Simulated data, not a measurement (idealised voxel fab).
process module | voxel self aligned contacts
cross-section cut | 150 nm wide | cells 5 nm
A cross-section is a grid of square cells, given in bands from the top down. A band is one or more rows of cells.
Each band's line starts with the height of the band's top and of its bottom, in nm. Then come its materials from left to right, each with its width in nm. One material with "throughout" fills the band from edge to edge. "air" is empty space.
Height 0 is the level under which the wafer as received is all one material. The lowest band goes on downwards, as in "0 down".
A width such as "30 to 40" changes by the same amount from each row of cells to the next, from the band's top row to its bottom row.
"no change" after a step means that no cell of the cross-section changed.
closed voids: empty space of 8 cells or more with no open way to the top, each as width x height at its distance from the left edge, in nm
after a step's settings: what the simulator itself notes on the step
overlay nm, on a step with a mask: how far to the right of its planned place the mask lay; to the left if negative
plan
1 op RECEIVE | material Si
2 op CONFORMAL_DEP | material SiO2 | thk nm 5
3 op DIRECTIONAL_DEP | material polySi | thk nm 25
4 op DIRECTIONAL_DEP | material SiN | thk nm 20
5 op DIRECTIONAL_DEP | material aC | thk nm 15
6 op PATTERN | tone cover | mask id GATE | material resist | width nm 30 | pitch nm 70 | thk nm 30 | overlay nm 0
7 op DIRECTIONAL_ETCH | etch materials aC | depth nm 15
8 op STRIP | etch materials resist
9 op DIRECTIONAL_ETCH | etch materials SiN | depth nm 20
10 op DIRECTIONAL_ETCH | etch materials polySi | depth nm 25
11 op STRIP | etch materials aC
12 op CONFORMAL_DEP | material SiN | thk nm 10
13 op DIRECTIONAL_ETCH | etch materials SiN | depth nm 10
14 op FILL_DEP | material SiO2 | thk nm 10
15 op CMP | height nm 55
16 op MASKED_ETCH | tone open | mask id CONTACT | width nm 50 | etch materials SiO2 | depth nm 55 | overlay nm 0
17 op CONFORMAL_DEP | material TiN | thk nm 5
18 op FILL_DEP | material W | thk nm 10
19 op CMP | height nm 55
20 op CONFORMAL_DEP | material SiCN | thk nm 5
first wafer, as planned
as received, after step 1
  0 down: Si throughout
  closed voids: none
after step 2
  5 to 0: SiO2 throughout
  below 0: unchanged
after step 3
  30 to 5: polySi throughout
  below 5: unchanged
after step 4
  50 to 30: SiN throughout
  below 30: unchanged
after step 5
  65 to 50: aC throughout
  below 50: unchanged
after step 6
  95 to 65: air 25 | resist 30 | air 40 | resist 30 | air 25
  below 65: unchanged
after step 7
  80 to 65: air 25 | resist 30 | air 40 | resist 30 | air 25
  65 to 50: air 25 | aC 30 | air 40 | aC 30 | air 25
  below 50: unchanged
after step 8
  65 to 50: air 25 | aC 30 | air 40 | aC 30 | air 25
  below 50: unchanged
after step 9
  65 to 50: air 25 | aC 30 | air 40 | aC 30 | air 25
  50 to 30: air 25 | SiN 30 | air 40 | SiN 30 | air 25
  below 30: unchanged
after step 10
  65 to 50: air 25 | aC 30 | air 40 | aC 30 | air 25
  50 to 30: air 25 | SiN 30 | air 40 | SiN 30 | air 25
  30 to 5: air 25 | polySi 30 | air 40 | polySi 30 | air 25
  below 5: unchanged
after step 11
  50 to 30: air 25 | SiN 30 | air 40 | SiN 30 | air 25
  below 30: unchanged
after step 12
  60 to 30: air 15 | SiN 50 | air 20 | SiN 50 | air 15
  30 to 15: air 15 | SiN 10 | polySi 30 | SiN 10 | air 20 | SiN 10 | polySi 30 | SiN 10 | air 15
  15 to 5: SiN 25 | polySi 30 | SiN 40 | polySi 30 | SiN 25
  below 5: unchanged
after step 13
  50 to 30: air 15 | SiN 50 | air 20 | SiN 50 | air 15
  30 to 5: air 15 | SiN 10 | polySi 30 | SiN 10 | air 20 | SiN 10 | polySi 30 | SiN 10 | air 15
  below 5: unchanged
after step 14
  60 to 50: SiO2 throughout
  50 to 30: SiO2 15 | SiN 50 | SiO2 20 | SiN 50 | SiO2 15
  30 to 5: SiO2 15 | SiN 10 | polySi 30 | SiN 10 | SiO2 20 | SiN 10 | polySi 30 | SiN 10 | SiO2 15
  below 5: unchanged
after step 15
  55 to 50: SiO2 throughout
  below 50: unchanged
after step 16
  55 to 50: SiO2 50 | air 50 | SiO2 50
  50 to 30: SiO2 15 | SiN 50 | air 20 | SiN 50 | SiO2 15
  30 to 5: SiO2 15 | SiN 10 | polySi 30 | SiN 10 | air 20 | SiN 10 | polySi 30 | SiN 10 | SiO2 15
  5 to 0: SiO2 65 | air 20 | SiO2 65
  below 0: unchanged
after step 17
  60 to 55: TiN 55 | air 40 | TiN 55
  55 to 50: SiO2 50 | TiN 20 | air 10 | TiN 20 | SiO2 50
  50 to 30: SiO2 15 | SiN 50 | TiN 5 | air 10 | TiN 5 | SiN 50 | SiO2 15
  30 to 5: SiO2 15 | SiN 10 | polySi 30 | SiN 10 | TiN 5 | air 10 | TiN 5 | SiN 10 | polySi 30 | SiN 10 | SiO2 15
  5 to 0: SiO2 65 | TiN 20 | SiO2 65
  below 0: unchanged
after step 18
  70 to 60: W throughout
  60 to 55: TiN 55 | W 40 | TiN 55
  55 to 50: SiO2 50 | TiN 20 | W 10 | TiN 20 | SiO2 50
  50 to 30: SiO2 15 | SiN 50 | TiN 5 | W 10 | TiN 5 | SiN 50 | SiO2 15
  30 to 5: SiO2 15 | SiN 10 | polySi 30 | SiN 10 | TiN 5 | W 10 | TiN 5 | SiN 10 | polySi 30 | SiN 10 | SiO2 15
  below 5: unchanged
after step 19
  55 to 50: SiO2 50 | TiN 20 | W 10 | TiN 20 | SiO2 50
  below 50: unchanged
after step 20
  60 to 55: SiCN throughout
  below 55: unchanged
second wafer: like start, like plan, one mistake. Through step 2 it matches the first wafer
when step 3 should have ended
  55 to 5: polySi throughout
  below 5: unchanged
when step 4 should have ended
  75 to 55: SiN throughout
  below 55: unchanged
when step 5 should have ended
  90 to 75: aC throughout
  below 75: unchanged
when step 6 should have ended
  120 to 90: air 25 | resist 30 | air 40 | resist 30 | air 25
  below 90: unchanged
when step 7 should have ended
  105 to 90: air 25 | resist 30 | air 40 | resist 30 | air 25
  90 to 75: air 25 | aC 30 | air 40 | aC 30 | air 25
  below 75: unchanged
when step 8 should have ended
  90 to 75: air 25 | aC 30 | air 40 | aC 30 | air 25
  below 75: unchanged
when step 9 should have ended
  90 to 75: air 25 | aC 30 | air 40 | aC 30 | air 25
  75 to 55: air 25 | SiN 30 | air 40 | SiN 30 | air 25
  below 55: unchanged
when step 10 should have ended
  90 to 75: air 25 | aC 30 | air 40 | aC 30 | air 25
  75 to 55: air 25 | SiN 30 | air 40 | SiN 30 | air 25
  55 to 30: air 25 | polySi 30 | air 40 | polySi 30 | air 25
  below 30: unchanged
when step 11 should have ended
  75 to 55: air 25 | SiN 30 | air 40 | SiN 30 | air 25
  below 55: unchanged
when step 12 should have ended
  85 to 55: air 15 | SiN 50 | air 20 | SiN 50 | air 15
  55 to 40: air 15 | SiN 10 | polySi 30 | SiN 10 | air 20 | SiN 10 | polySi 30 | SiN 10 | air 15
  40 to 30: SiN 25 | polySi 30 | SiN 40 | polySi 30 | SiN 25
  below 30: unchanged
when step 13 should have ended
  75 to 55: air 15 | SiN 50 | air 20 | SiN 50 | air 15
  55 to 30: air 15 | SiN 10 | polySi 30 | SiN 10 | air 20 | SiN 10 | polySi 30 | SiN 10 | air 15
  below 30: unchanged
when step 14 should have ended
  85 to 75: SiO2 throughout
  75 to 55: SiO2 15 | SiN 50 | SiO2 20 | SiN 50 | SiO2 15
  55 to 30: SiO2 15 | SiN 10 | polySi 30 | SiN 10 | SiO2 20 | SiN 10 | polySi 30 | SiN 10 | SiO2 15
  below 30: unchanged
when step 15 should have ended
  55 to 30: SiO2 15 | SiN 10 | polySi 30 | SiN 10 | SiO2 20 | SiN 10 | polySi 30 | SiN 10 | SiO2 15
  below 30: unchanged
when step 16 should have ended
  55 to 30: SiO2 15 | SiN 10 | polySi 30 | SiN 10 | air 20 | SiN 10 | polySi 30 | SiN 10 | SiO2 15
  below 30: unchanged
when step 17 should have ended
  60 to 55: TiN 70 | air 10 | TiN 70
  55 to 35: SiO2 15 | SiN 10 | polySi 30 | SiN 10 | TiN 5 | air 10 | TiN 5 | SiN 10 | polySi 30 | SiN 10 | SiO2 15
  35 to 30: SiO2 15 | SiN 10 | polySi 30 | SiN 10 | TiN 20 | SiN 10 | polySi 30 | SiN 10 | SiO2 15
  below 30: unchanged
when step 18 should have ended
  70 to 60: W throughout
  60 to 55: TiN 70 | W 10 | TiN 70
  55 to 35: SiO2 15 | SiN 10 | polySi 30 | SiN 10 | TiN 5 | W 10 | TiN 5 | SiN 10 | polySi 30 | SiN 10 | SiO2 15
  below 35: unchanged
when step 19 should have ended
  55 to 35: SiO2 15 | SiN 10 | polySi 30 | SiN 10 | TiN 5 | W 10 | TiN 5 | SiN 10 | polySi 30 | SiN 10 | SiO2 15
  below 35: unchanged
when step 20 should have ended
  60 to 55: SiCN throughout
  below 55: unchanged
what went wrong: step 3 was run twice
at the end the second wafer has, in cells: 80 fewer of SiN | 40 fewer of SiO2 | 18 fewer of TiN | 12 fewer of W | 150 more of polySi
